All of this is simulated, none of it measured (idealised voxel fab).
process module | voxel gate over fins
cross-section cut | 225 nm wide | cells 5 nm
A cross-section is a grid of square cells, given in bands from the top down. A band is one or more rows of cells.
Each band's line starts with the height of the band's top and of its bottom, in nm. Then come its materials from left to right, each with its width in nm. One material with "throughout" fills the band from edge to edge. "air" is empty space.
Height 0 is the level under which the wafer as received is all one material. The lowest band goes on downwards, as in "0 down".
A width such as "30 to 40" changes by the same amount from each row of cells to the next, from the band's top row to its bottom row.
"no change" after a step means that no cell of the cross-section changed.
closed voids: empty space of 8 cells or more with no open way to the top, each as width x height at its distance from the left edge, in nm
after a step's settings: what the simulator itself notes on the step
overlay nm, on a step with a mask: how far to the right of its planned place the mask lay; to the left if negative
plan
1 op RECEIVE | material Si
2 op CONFORMAL_DEP | material SiN | thk nm 5
3 op PATTERN | tone cover | mask id FINS | material resist | width nm 15 | pitch nm 45 | thk nm 15 | overlay nm 0
4 op DIRECTIONAL_ETCH | etch materials SiN | depth nm 5
5 op DIRECTIONAL_ETCH | etch materials Si | depth nm 30
6 op STRIP | etch materials resist
7 op OXIDIZE | depth nm 5
8 op FILL_DEP | material SiO2 | thk nm 10
9 op CMP | height nm 5
10 op SELECTIVE_ETCH | etch materials SiO2 | depth nm 20
11 op STRIP | etch materials SiN
12 op CONFORMAL_DEP | material HfO2 | thk nm 5
13 op CONFORMAL_DEP | material TiN | thk nm 5
14 op CONFORMAL_DEP | material TiAl | thk nm 5
15 op CONFORMAL_DEP | material TiN | thk nm 5
16 op FILL_DEP | material W | thk nm 15
17 op CMP | height nm 30
18 op CONFORMAL_DEP | material SiCN | thk nm 5
as received, after step 1
  0 down: Si throughout
  closed voids: none
a wafer at the end: this start, this plan, one mistake
  35 to 30: SiCN throughout
  30 to 20: W throughout
  20 to 15: W 30 | TiN 180 | W 15
  15 to 10: W 30 | TiN 5 | TiAl 35 | TiN 10 | TiAl 35 | TiN 10 | TiAl 35 | TiN 10 | TiAl 35 | TiN 5 | W 15
  10 to 5: W 30 | TiN 5 | TiAl 5 | TiN 25 | TiAl 5 | TiN 10 | TiAl 5 | TiN 25 | TiAl 5 | TiN 10 | TiAl 5 | TiN 25 | TiAl 5 | TiN 10 | TiAl 5 | TiN 25 | TiAl 5 | TiN 5 | W 15
  5 to 0: TiN 35 | TiAl 5 | TiN 5 | HfO2 15 | TiN 5 | TiAl 5 | TiN 10 | TiAl 5 | TiN 5 | HfO2 15 | TiN 5 | TiAl 5 | TiN 10 | TiAl 5 | TiN 5 | HfO2 15 | TiN 5 | TiAl 5 | TiN 10 | TiAl 5 | TiN 5 | HfO2 15 | TiN 5 | TiAl 5 | TiN 20
  0 to -5: TiAl 40 | TiN 5 | HfO2 5 | Si 5 | HfO2 5 | TiN 5 | TiAl 20 | TiN 5 | HfO2 5 | Si 5 | HfO2 5 | TiN 5 | TiAl 20 | TiN 5 | HfO2 5 | Si 5 | HfO2 5 | TiN 5 | TiAl 20 | TiN 5 | HfO2 5 | Si 5 | HfO2 5 | TiN 5 | TiAl 25
  -5 to -10: TiN 45 | HfO2 5 | Si 5 | HfO2 5 | TiN 30 | HfO2 5 | Si 5 | HfO2 5 | TiN 30 | HfO2 5 | Si 5 | HfO2 5 | TiN 30 | HfO2 5 | Si 5 | HfO2 5 | TiN 30
  -10 to -15: HfO2 50 | Si 5 | HfO2 40 | Si 5 | HfO2 40 | Si 5 | HfO2 40 | Si 5 | HfO2 35
  -15 to -35: SiO2 50 | Si 5 | SiO2 40 | Si 5 | SiO2 40 | Si 5 | SiO2 40 | Si 5 | SiO2 35
  -35 down: Si throughout
  closed voids: none
what went wrong: step 3 ran as: op PATTERN | tone cover | mask id FINS | material resist | width nm 15 | pitch nm 45 | thk nm 15 | overlay nm 10
